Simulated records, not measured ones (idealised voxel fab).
Process module name: voxel capacitor over wiring
205 nm wide, 5 nm square cells: that's cross-section cut.
Each cross-section below is a grid of square cells, stated as bands in top-down order, with one or more rows of cells making up each band. Basically the band line says how high the top is and how high the bottom is, in nm, and then what's in it from left to right, every material with its width in nm. Empty space shows up as "empty", and if a single material carries "throughout" it runs the full band edge to edge. Counting heights begins at 0, where everything beneath is, in the wafer as received, one material. The lowest band has no bottom; it goes on downwards, as "0 down" shows. A width such as "30..40" changes by the same amount from each row of cells to the next, from the band's top row to its bottom row. No cell of the cross-section changed in a step that is given as "remained the same". If an empty space has no open way to the top and is at least 8 cells in size, "Enclosed void entries" lists it, written width x height at distance, where distance is measured from the left edge and every value is in nm. If you see something after the settings on a step's line, that's the simulator's own remark about that step. overlay nm: on a step with a mask, how far right of its planned place the mask lay; negative means left. Guide to the pairs. Each holds a before and an after cross-section around one process step; the after cross-section is cut off at the lowest band that changed. Look under the pair for the step between them and its settings. Pairs can come from different runs of this module on the same starting wafer, so a pair follows on from the one above it only where its entry headed "Incoming profile" says it does.

Incoming profile:
* 100 to 90  aC 60 nm  empty 15 nm  aC 130 nm
* 90 to 75  SiO2 60 nm  empty 15 nm  SiO2 130 nm
* 75 to 70  SiO2 50 nm  TiN 75 nm  SiO2 80 nm
* 70 to 65  SiO2 50 nm  Al2O3 75 nm  SiO2 80 nm
* 65 to 55  SiO2 45 nm  TiN 85 nm  SiO2 75 nm
* 55 to 40  lowk 50 nm  Ru 15 nm  lowk 140 nm
* 40 to 35  SiCN 50 nm  Ru 15 nm  SiCN 140 nm
* 35 to 30  SiCN 35 nm  Ru 35 nm  SiCN 60 nm  Ru 35 nm  SiCN 40 nm
* 30 to 15  lowk 40 nm  TiN 5 nm  Cu 15 nm  TiN 5 nm  lowk 70 nm  TiN 5 nm  Cu 15 nm  TiN 5 nm  lowk 45 nm
* 15 to 10  SiCN 40 nm  TiN 25 nm  SiCN 70 nm  TiN 25 nm  SiCN 45 nm
* 10 to 0  SiCN throughout
* 0 down  Si throughout
* Enclosed void entries: none

Post-Step Geometry:
* 90 to 75  SiO2 60 nm  empty 15 nm  SiO2 130 nm
* Beneath the level 75, the cross-section is identical to its previous state.
* Enclosed void entries: none
Can you name the step between the two cross-sections above? It is STRIP,etch materials aC

Incoming profile: The initial state for this step is given by the after cross-section of the immediately preceding pair.

Post-Step Geometry:
* 95 to 90  TiN 65 nm  empty 5 nm  TiN 135 nm
* 90 to 80  SiO2 60 nm  TiN 5 nm  empty 5 nm  TiN 5 nm  SiO2 130 nm
* 80 to 70  SiO2 60..50 nm  TiN 15..75 nm  SiO2 130..80 nm
* Beneath the level 70, the cross-section is identical to its previous state.
* Enclosed void entries: none
Can you name the step between the two cross-sections above? It is CONFORMAL_DEP,material TiN,thk nm 5

Incoming profile: The initial state for this step is given by the after cross-section of the immediately preceding pair.

Post-Step Geometry:
* 100 to 95  Ru throughout
* 95 to 90  TiN 65 nm  Ru 5 nm  TiN 135 nm
* 90 to 80  SiO2 60 nm  TiN 5 nm  Ru 5 nm  TiN 5 nm  SiO2 130 nm
* Beneath the level 80, the cross-section is identical to its previous state.
* Enclosed void entries: none
Can you name the step between the two cross-sections above? It is FILL_DEP,material Ru,thk nm 5

Incoming profile: The initial state for this step is given by the after cross-section of the immediately preceding pair.

Post-Step Geometry:
* 90 to 80  SiO2 60 nm  TiN 5 nm  Ru 5 nm  TiN 5 nm  SiO2 130 nm
* Beneath the level 80, the cross-section is identical to its previous state.
* Enclosed void entries: none
Can you name the step between the two cross-sections above? It is CMP,height nm 90

Incoming profile: The initial state for this step is given by the after cross-section of the immediately preceding pair.

Post-Step Geometry:
* 95 to 90  SiN throughout
* Beneath the level 90, the cross-section is identical to its previous state.
* Enclosed void entries: none
Can you name the step between the two cross-sections above? It is CONFORMAL_DEP,material SiN,thk nm 5

Incoming profile:
* 75 to 70  TiN throughout
* 70 to 65  Al2O3 throughout
* 65 to 55  TiN throughout
* 55 to 40  lowk 50 nm  Ru 15 nm  lowk 140 nm
* 40 to 35  SiCN 50 nm  Ru 15 nm  SiCN 140 nm
* 35 to 30  SiCN 35 nm  Ru 35 nm  SiCN 60 nm  Ru 35 nm  SiCN 40 nm
* 30 to 15  lowk 40 nm  TiN 5 nm  Cu 15 nm  TiN 5 nm  lowk 70 nm  TiN 5 nm  Cu 15 nm  TiN 5 nm  lowk 45 nm
* 15 to 10  SiCN 40 nm  TiN 25 nm  SiCN 70 nm  TiN 25 nm  SiCN 45 nm
* 10 to 0  SiO2 throughout
* 0 down  Si throughout
* Enclosed void entries: none

Post-Step Geometry:
* 75 to 70  TiN 50 nm  empty 75 nm  TiN 80 nm
* Beneath the level 70, the cross-section is identical to its previous state.
* Enclosed void entries: none
Can you name the step between the two cross-sections above? It is MASKED_ETCH,tone open,mask id UPPER_PLATE,width nm 75,etch materials TiN,depth nm 5,overlay nm 0

Incoming profile: The initial state for this step is given by the after cross-section of the immediately preceding pair.

Post-Step Geometry:
* 95 to 75  empty 45 nm  resist 85 nm  empty 75 nm
* 75 to 70  TiN 50 nm  resist 75 nm  TiN 80 nm
* Beneath the level 70, the cross-section is identical to its previous state.
* Enclosed void entries: none
Can you name the step between the two cross-sections above? It is PATTERN,tone cover,mask id LOWER_PLATE,material resist,width nm 85,thk nm 20,overlay nm 0

Incoming profile: The initial state for this step is given by the after cross-section of the immediately preceding pair.

Post-Step Geometry:
* 95 to 75  empty 45 nm  resist 85 nm  empty 75 nm
* 75 to 70  empty 45 nm  TiN 5 nm  resist 75 nm  TiN 5 nm  empty 75 nm
* Beneath the level 70, the cross-section is identical to its previous state.
* Enclosed void entries: none
Can you name the step between the two cross-sections above? It is DIRECTIONAL_ETCH,etch materials TiN,depth nm 10

Incoming profile: The initial state for this step is given by the after cross-section of the immediately preceding pair.

Post-Step Geometry:
* 75 to 70  empty 45 nm  TiN 5 nm  empty 75 nm  TiN 5 nm  empty 75 nm
* Beneath the level 70, the cross-section is identical to its previous state.
* Enclosed void entries: none
Can you name the step between the two cross-sections above? It is STRIP,etch materials resist

Incoming profile: The initial state for this step is given by the after cross-section of the immediately preceding pair.

Post-Step Geometry:
* 95 to 75  SiO2 throughout
* 75 to 70  SiO2 45 nm  TiN 5 nm  SiO2 75 nm  TiN 5 nm  SiO2 75 nm
* Beneath the level 70, the cross-section is identical to its previous state.
* Enclosed void entries: none
Can you name the step between the two cross-sections above? It is FILL_DEP,material SiO2,thk nm 20

Incoming profile: The initial state for this step is given by the after cross-section of the immediately preceding pair.

Post-Step Geometry:
* 90 to 75  SiO2 throughout
* Beneath the level 75, the cross-section is identical to its previous state.
* Enclosed void entries: none
Can you name the step between the two cross-sections above? It is CMP,height nm 90

Incoming profile: The initial state for this step is given by the after cross-section of the immediately preceding pair.

Post-Step Geometry:
* 100 to 90  aC throughout
* Beneath the level 90, the cross-section is identical to its previous state.
* Enclosed void entries: none
Can you name the step between the two cross-sections above? It is DIRECTIONAL_DEP,material aC,thk nm 10

Incoming profile: The initial state for this step is given by the after cross-section of the immediately preceding pair.

Post-Step Geometry:
* 130 to 100  resist 60 nm  empty 15 nm  resist 130 nm
* Beneath the level 100, the cross-section is identical to its previous state.
* Enclosed void entries: none
Can you name the step between the two cross-sections above? It is PATTERN,tone open,mask id PLUG_2,material resist,width nm 15,thk nm 30,overlay nm 0

Incoming profile: The initial state for this step is given by the after cross-section of the immediately preceding pair.

Post-Step Geometry:
* 120 to 100  resist 60 nm  empty 15 nm  resist 130 nm
* 100 to 90  aC 60 nm  empty 15 nm  aC 130 nm
* Beneath the level 90, the cross-section is identical to its previous state.
* Enclosed void entries: none
Can you name the step between the two cross-sections above? It is DIRECTIONAL_ETCH,etch materials aC,depth nm 10

Incoming profile: The initial state for this step is given by the after cross-section of the immediately preceding pair.

Post-Step Geometry:
* 100 to 90  aC 60 nm  empty 15 nm  aC 130 nm
* Beneath the level 90, the cross-section is identical to its previous state.
* Enclosed void entries: none
Can you name the step between the two cross-sections above? It is STRIP,etch materials resist

Incoming profile: The initial state for this step is given by the after cross-section of the immediately preceding pair.

Post-Step Geometry:
* 100 to 90  aC 60 nm  empty 15 nm  aC 130 nm
* 90 to 75  SiO2 60 nm  empty 15 nm  SiO2 130 nm
* Beneath the level 75, the cross-section is identical to its previous state.
* Enclosed void entries: none
Can you name the step between the two cross-sections above? It is DIRECTIONAL_ETCH,etch materials SiO2,depth nm 15

Incoming profile: The initial state for this step is given by the after cross-section of the immediately preceding pair.

Post-Step Geometry:
* 90 to 75  SiO2 60 nm  empty 15 nm  SiO2 130 nm
* Beneath the level 75, the cross-section is identical to its previous state.
* Enclosed void entries: none
Can you name the step between the two cross-sections above? It is STRIP,etch materials aC

Incoming profile: The initial state for this step is given by the after cross-section of the immediately preceding pair.

Post-Step Geometry:
* 95 to 90  TiN 65 nm  empty 5 nm  TiN 135 nm
* 90 to 80  SiO2 60 nm  TiN 5 nm  empty 5 nm  TiN 5 nm  SiO2 130 nm
* 80 to 75  SiO2 60 nm  TiN 15 nm  SiO2 130 nm
* Beneath the level 75, the cross-section is identical to its previous state.
* Enclosed void entries: none
Can you name the step between the two cross-sections above? It is CONFORMAL_DEP,material TiN,thk nm 5

Incoming profile: The initial state for this step is given by the after cross-section of the immediately preceding pair.

Post-Step Geometry:
* 100 to 95  Ru throughout
* 95 to 90  TiN 65 nm  Ru 5 nm  TiN 135 nm
* 90 to 80  SiO2 60 nm  TiN 5 nm  Ru 5 nm  TiN 5 nm  SiO2 130 nm
* Beneath the level 80, the cross-section is identical to its previous state.
* Enclosed void entries: none
Can you name the step between the two cross-sections above? It is FILL_DEP,material Ru,thk nm 5

Incoming profile: The initial state for this step is given by the after cross-section of the immediately preceding pair.

Post-Step Geometry:
* 90 to 80  SiO2 60 nm  TiN 5 nm  Ru 5 nm  TiN 5 nm  SiO2 130 nm
* Beneath the level 80, the cross-section is identical to its previous state.
* Enclosed void entries: none
Can you name the step between the two cross-sections above? It is CMP,height nm 90

Incoming profile: The initial state for this step is given by the after cross-section of the immediately preceding pair.

Post-Step Geometry:
* 95 to 90  SiN throughout
* Beneath the level 90, the cross-section is identical to its previous state.
* Enclosed void entries: none
Can you name the step between the two cross-sections above? It is CONFORMAL_DEP,material SiN,thk nm 5
